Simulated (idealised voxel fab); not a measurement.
process module | voxel self aligned vias
cross-section cut | 200 nm wide | cells 5 nm
A cross-section is a grid of square cells, given in bands from the top down. A band is one or more rows of cells.
Each band's line starts with the height of the band's top and of its bottom, in nm. Then come its materials from left to right, each with its width in nm. One material with "throughout" fills the band from edge to edge. "air" is empty space.
Height 0 is the level under which the wafer as received is all one material. The lowest band goes on downwards, as in "0 down".
A width such as "30 to 40" changes by the same amount from each row of cells to the next, from the band's top row to its bottom row.
"no change" after a step means that no cell of the cross-section changed.
closed voids: empty space of 8 cells or more with no open way to the top, each as width x height at its distance from the left edge, in nm
after a step's settings: what the simulator itself notes on the step
overlay nm, on a step with a mask: how far to the right of its planned place the mask lay; to the left if negative
plan
1 op RECEIVE | material Si
2 op CONFORMAL_DEP | material SiO2 | thk nm 10
3 op CONFORMAL_DEP | material SiCN | thk nm 5
4 op DIRECTIONAL_DEP | material lowk | thk nm 30
5 op DIRECTIONAL_DEP | material aC | thk nm 15
6 op PATTERN | tone open | mask id LINES | material resist | width nm 20 | pitch nm 60 | thk nm 35 | overlay nm 0
7 op DIRECTIONAL_ETCH | etch materials aC | depth nm 15
8 op STRIP | etch materials resist
9 op DIRECTIONAL_ETCH | etch materials lowk | depth nm 30
10 op STRIP | etch materials aC
11 op CONFORMAL_DEP | material TiN | thk nm 5
12 op FILL_DEP | material W | thk nm 5
13 op CMP | height nm 45
14 op SELECTIVE_ETCH | etch materials W Ru TiN | depth nm 10
15 op FILL_DEP | material SiN | thk nm 10
16 op CMP | height nm 45
17 op DIRECTIONAL_DEP | material lowk | thk nm 20
18 op DIRECTIONAL_DEP | material aC | thk nm 10
19 op PATTERN | tone open | mask id VIAS | material resist | width nm 30 | thk nm 25 | overlay nm 0
20 op DIRECTIONAL_ETCH | etch materials aC | depth nm 10
21 op STRIP | etch materials resist
22 op DIRECTIONAL_ETCH | etch materials lowk | depth nm 20
23 op DIRECTIONAL_ETCH | etch materials SiN | depth nm 10
24 op STRIP | etch materials aC
25 op CONFORMAL_DEP | material TiN | thk nm 5
26 op FILL_DEP | material Ru | thk nm 5
27 op CMP | height nm 65
28 op CONFORMAL_DEP | material SiN | thk nm 5
as received, after step 1
  0 down: Si throughout
  closed voids: none
a wafer at the end: this start, this plan, one mistake
  70 to 65: SiN throughout
  65 to 45: lowk 55 | TiN 5 | Ru 20 | TiN 5 | lowk 115
  45 to 40: SiN 55 | TiN 5 | Ru 20 | TiN 5 | SiN 115
  40 to 35: SiN 55 | TiN 30 | SiN 115
  35 to 10: lowk 60 | TiN 5 | W 10 | TiN 5 | lowk 40 | TiN 5 | W 10 | TiN 5 | lowk 60
  10 to 5: lowk 60 | TiN 20 | lowk 40 | TiN 20 | lowk 60
  5 to 0: SiCN throughout
  0 down: Si throughout
  closed voids: none
what went wrong: step 2 was left out
